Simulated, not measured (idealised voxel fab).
You're looking at the process module voxel transistor to metal.
Section cut is 210 nm wide and gridded with 5 nm square cells.
Cross-section spec: square-cell grid; bands listed top down; each band is one or more rows.
Heights first: top, then bottom, in nm. Then materials, left to right, each with a width in nm. "full width" on a single material: fills the band edge to edge. "blank": empty space.
Beneath 0, the wafer as received is one material, and that level is where height counting begins. The lowest band goes on downward without a bottom; it is written like "0 -> down".
With a width like "30..40", each row of cells in the band differs from the next by the same amount, the top row carrying the first number and the bottom row the second.
The designation "no modification", where it is given for a processing step, indicates that no cell of the cross-section was altered in the course of that step.
For the entry "Enclosed voids", the listed items are empty spaces with no open way to the top whose size is 8 cells or more; each item follows the pattern width x height at distance, where distance is from the left edge and all three are in nm.
Post-settings text on a step line: simulator's own remark regarding the step.
On any step carrying a mask, the "overlay nm" setting, if present on the step's line, tells how far right of its planned place the mask lay; negative values point to the left.
This section lists the process steps that were planned
1 RECEIVE: material Si
2 OXIDIZE: depth nm 5
3 CONFORMAL_DEP: material SiN, thk nm 10
4 PATTERN: tone cover, mask id ACTIVE, material resist, width nm 95, thk nm 15, overlay nm -15
5 DIRECTIONAL_ETCH: etch materials SiN, depth nm 10
6 DIRECTIONAL_ETCH: etch materials SiO2, depth nm 5
7 DIRECTIONAL_ETCH: etch materials Si, depth nm 35
8 STRIP: etch materials resist
9 OXIDIZE: depth nm 5
10 FILL_DEP: material SiO2, thk nm 5
11 CMP: height nm 10
12 SELECTIVE_ETCH: etch materials SiO2, depth nm 10
13 STRIP: etch materials SiN
14 SELECTIVE_ETCH: etch materials SiO2, depth nm 5
15 OXIDIZE: depth nm 5
16 DIRECTIONAL_DEP: material polySi, thk nm 25
17 DIRECTIONAL_DEP: material SiCN, thk nm 10
18 MASKED_ETCH: tone cover, mask id GATE, width nm 15, etch materials SiCN, depth nm 20, overlay nm 0
19 MASKED_ETCH: tone cover, mask id GATE, width nm 15, etch materials polySi, depth nm 35, overlay nm 0
20 CONFORMAL_DEP: material SiN, thk nm 10
21 DIRECTIONAL_ETCH: etch materials SiN, depth nm 10
22 DIRECTIONAL_ETCH: etch materials SiO2, depth nm 5
23 DIRECTIONAL_ETCH: etch materials Si, depth nm 10
24 EPI: material nSi, thk nm 15
25 FILL_DEP: material SiO2, thk nm 5
26 CMP: height nm 30
27 DIRECTIONAL_DEP: material SiO2, thk nm 15
28 MASKED_ETCH: tone open, mask id CONTACT, width nm 15, pitch nm 60, etch materials SiO2, depth nm 50, overlay nm 0
29 CONFORMAL_DEP: material TiN, thk nm 5
30 FILL_DEP: material W, thk nm 10
31 CMP: height nm 45
32 DIRECTIONAL_DEP: material TiN, thk nm 5
33 DIRECTIONAL_DEP: material W, thk nm 25
34 PATTERN: tone cover, mask id METAL_1, material resist, width nm 15, pitch nm 60, thk nm 15, overlay nm 0
35 DIRECTIONAL_ETCH: etch materials W, depth nm 25
36 DIRECTIONAL_ETCH: etch materials TiN, depth nm 5
37 STRIP: etch materials resist
38 FILL_DEP: material lowk, thk nm 10
39 CMP: height nm 75
40 CONFORMAL_DEP: material SiN, thk nm 5
The plan's step 4 overlay nm is the first wafer's value; the wafers differ in this setting and start identical.
The first of several wafers as received, shown in cross-section; this is its state after step 1
	0 -> down | Si full width
	Enclosed voids: none
Gained (+) or lost (-) cells of each material since receipt, then closed voids: one row per wafer, at the end of the module
overlay nm -15 | -279 Si | +6 SiCN | +70 SiN | +512 SiO2 | +44 TiN | +44 W | +216 lowk | +44 nSi | +15 polySi | Enclosed voids: none
overlay nm -10 | -279 Si | +6 SiCN | +70 SiN | +512 SiO2 | +44 TiN | +44 W | +216 lowk | +44 nSi | +15 polySi | Enclosed voids: none
overlay nm -5 | -279 Si | +6 SiCN | +70 SiN | +512 SiO2 | +44 TiN | +44 W | +216 lowk | +44 nSi | +15 polySi | Enclosed voids: none
overlay nm 0 | -279 Si | +6 SiCN | +70 SiN | +512 SiO2 | +44 TiN | +44 W | +216 lowk | +44 nSi | +15 polySi | Enclosed voids: none
overlay nm 5 | -279 Si | +6 SiCN | +70 SiN | +512 SiO2 | +44 TiN | +44 W | +216 lowk | +44 nSi | +15 polySi | Enclosed voids: none
overlay nm 10 | -279 Si | +6 SiCN | +70 SiN | +512 SiO2 | +44 TiN | +44 W | +216 lowk | +44 nSi | +15 polySi | Enclosed voids: none
overlay nm 15 | -279 Si | +6 SiCN | +70 SiN | +512 SiO2 | +44 TiN | +44 W | +216 lowk | +44 nSi | +15 polySi | Enclosed voids: none
